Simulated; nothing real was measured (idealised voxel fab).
process module | voxel capacitor over wiring
cross-section cut | 200 nm wide | cells 5 nm
A cross-section is a grid of square cells, given in bands from the top down. A band is one or more rows of cells.
Each band's line starts with the height of the band's top and of its bottom, in nm. Then come its materials from left to right, each with its width in nm. One material with "throughout" fills the band from edge to edge. "air" is empty space.
Height 0 is the level under which the wafer as received is all one material. The lowest band goes on downwards, as in "0 down".
A width such as "30 to 40" changes by the same amount from each row of cells to the next, from the band's top row to its bottom row.
"no change" after a step means that no cell of the cross-section changed.
closed voids: empty space of 8 cells or more with no open way to the top, each as width x height at its distance from the left edge, in nm
after a step's settings: what the simulator itself notes on the step
overlay nm, on a step with a mask: how far to the right of its planned place the mask lay; to the left if negative
plan
1 op RECEIVE | material Si
2 op CONFORMAL_DEP | material SiO2 | thk nm 15
3 op DIRECTIONAL_DEP | material TiN | thk nm 5
4 op DIRECTIONAL_DEP | material Ru | thk nm 15
5 op PATTERN | tone cover | mask id METAL_1 | material resist | width nm 25 | pitch nm 85 | thk nm 15 | overlay nm 0
6 op DIRECTIONAL_ETCH | etch materials Ru | depth nm 15
7 op DIRECTIONAL_ETCH | etch materials TiN | depth nm 5
8 op STRIP | etch materials resist
9 op FILL_DEP | material lowk | thk nm 5
10 op CMP | height nm 35
11 op CONFORMAL_DEP | material SiCN | thk nm 5
12 op DIRECTIONAL_DEP | material SiO2 | thk nm 10
13 op MASKED_ETCH | tone open | mask id PLUG_1 | width nm 15 | etch materials SiO2 | depth nm 10 | overlay nm 0
14 op MASKED_ETCH | tone open | mask id PLUG_1 | width nm 15 | etch materials SiCN | depth nm 5 | overlay nm 0
15 op CONFORMAL_DEP | material TiN | thk nm 5
16 op FILL_DEP | material W | thk nm 5
17 op CMP | height nm 50
18 op DIRECTIONAL_DEP | material TiN | thk nm 10
19 op DIRECTIONAL_DEP | material HfO2 | thk nm 5
20 op DIRECTIONAL_DEP | material TiN | thk nm 5
21 op DIRECTIONAL_DEP | material aC | thk nm 10
22 op PATTERN | tone cover | mask id UPPER_PLATE | material resist | width nm 65 | thk nm 30 | overlay nm 0
23 op DIRECTIONAL_ETCH | etch materials aC | depth nm 10
24 op STRIP | etch materials resist
25 op DIRECTIONAL_ETCH | etch materials TiN | depth nm 5
26 op DIRECTIONAL_ETCH | etch materials HfO2 | depth nm 5
27 op STRIP | etch materials aC
28 op MASKED_ETCH | tone cover | mask id LOWER_PLATE | width nm 75 | etch materials TiN | depth nm 10 | overlay nm 0
29 op FILL_DEP | material SiO2 | thk nm 20
30 op CMP | height nm 85
31 op MASKED_ETCH | tone open | mask id PLUG_2 | width nm 15 | etch materials SiO2 | depth nm 15 | overlay nm 0
32 op CONFORMAL_DEP | material TiN | thk nm 5
33 op FILL_DEP | material Cu | thk nm 5
34 op CMP | height nm 85
35 op CONFORMAL_DEP | material SiN | thk nm 5
as received, after step 1
  0 down: Si throughout
  closed voids: none
a wafer at the end: this start, this plan, one mistake
  90 to 85: SiN throughout
  85 to 75: SiO2 65 | TiN 5 | Cu 5 | TiN 5 | SiO2 120
  75 to 65: SiO2 65 to 55 | TiN 15 to 65 | SiO2 120 to 80
  65 to 60: SiO2 55 | HfO2 65 | SiO2 80
  60 to 50: SiO2 50 | TiN 75 | SiO2 75
  50 to 45: SiO2 55 | TiN 5 | W 5 | TiN 5 | SiO2 130
  45 to 40: SiO2 55 | TiN 15 | SiO2 130
  40 to 35: Ru throughout
  35 to 20: lowk 45 | Ru 25 | lowk 60 | Ru 25 | lowk 45
  20 to 15: lowk 45 | TiN 25 | lowk 60 | TiN 25 | lowk 45
  15 to 0: SiO2 throughout
  0 down: Si throughout
  closed voids: none
what went wrong: step 11 ran as: op CONFORMAL_DEP | material Ru | thk nm 5
